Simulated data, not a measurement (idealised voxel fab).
This is a process module. Its name is voxel self aligned vias.
It is cross-section cut that appears here, measuring 285 nm in width, its square cells being 5 nm in size.
Throughout this document, each cross-section is represented as a grid of square cells and is presented as a sequence of bands enumerated from the top downward, where a band comprises one or more rows of cells.
Each band's line starts with the height of the band's top and of its bottom, in nm. Then come its materials from left to right, each with its width in nm. One material with "all across" fills the band from edge to edge. "blank" is empty space.
Measure heights from 0. That's the level where, below it, the as-received wafer is all one material. The lowest band is bottomless and extends downward; write it as in "0 -> down".
Top row gets the first number, bottom row gets the second, and each row in between changes by the same step: that is how a band width like "30..40" works.
"left unchanged" for a step: no cell of the cross-section changed in that step.
"closed voids": sealed empty spaces, 8 cells or more, no open way to top, listed width x height at distance, with distance from the left edge and width, height and distance in nm.
Whatever follows a step's settings on its line is a remark the simulator itself makes about that step.
The line of a step may include "overlay nm". On a step with a mask, this value is how far to the right of its planned place the mask lay. A negative value means the mask lay to the left.

## plan
1. RECEIVE: material Si
2. CONFORMAL_DEP: material SiO2, thk nm 10
3. CONFORMAL_DEP: material SiCN, thk nm 5
4. DIRECTIONAL_DEP: material SiO2, thk nm 25
5. PATTERN: tone open, mask id LINES, material resist, width nm 15, pitch nm 55, thk nm 15, overlay nm 0
6. DIRECTIONAL_ETCH: etch materials SiO2, depth nm 25
7. STRIP: etch materials resist
8. CONFORMAL_DEP: material TiN, thk nm 5
9. FILL_DEP: material Ru, thk nm 5
10. CMP: height nm 40
11. SELECTIVE_ETCH: etch materials W Ru TiN, depth nm 10
12. FILL_DEP: material SiN, thk nm 5
13. CMP: height nm 40
14. DIRECTIONAL_DEP: material SiO2, thk nm 20
15. PATTERN: tone open, mask id VIAS, material resist, width nm 40, pitch nm 110, thk nm 20, overlay nm 0
16. DIRECTIONAL_ETCH: etch materials SiO2, depth nm 20
17. DIRECTIONAL_ETCH: etch materials SiN, depth nm 10
18. STRIP: etch materials resist
19. CONFORMAL_DEP: material TiN, thk nm 5
20. FILL_DEP: material Ru, thk nm 5
21. CMP: height nm 60
22. CONFORMAL_DEP: material SiCN, thk nm 5
The width nm used in step 5 is not the same on every wafer, whereas the starting condition is; the value printed in the plan is the first wafer's.

## Here's the first of the wafers in cross-section, just as we got it, i.e. after step 1
	0 -> down: Si all across
	closed voids: none

## End of module, by wafer: material-by-material cell gain (+) or loss (-) since receipt, then closed voids
width nm 15, +46 Ru, +114 SiCN, +6 SiN, +518 SiO2, +57 TiN, closed voids: none
width nm 20, +56 Ru, +114 SiCN, +8 SiN, +503 SiO2, +60 TiN, closed voids: none
width nm 25, +66 Ru, +114 SiCN, +10 SiN, +488 SiO2, +63 TiN, closed voids: none
width nm 30, +76 Ru, +114 SiCN, +12 SiN, +473 SiO2, +66 TiN, closed voids: none
width nm 35, +86 Ru, +114 SiCN, +14 SiN, +458 SiO2, +69 TiN, closed voids: none
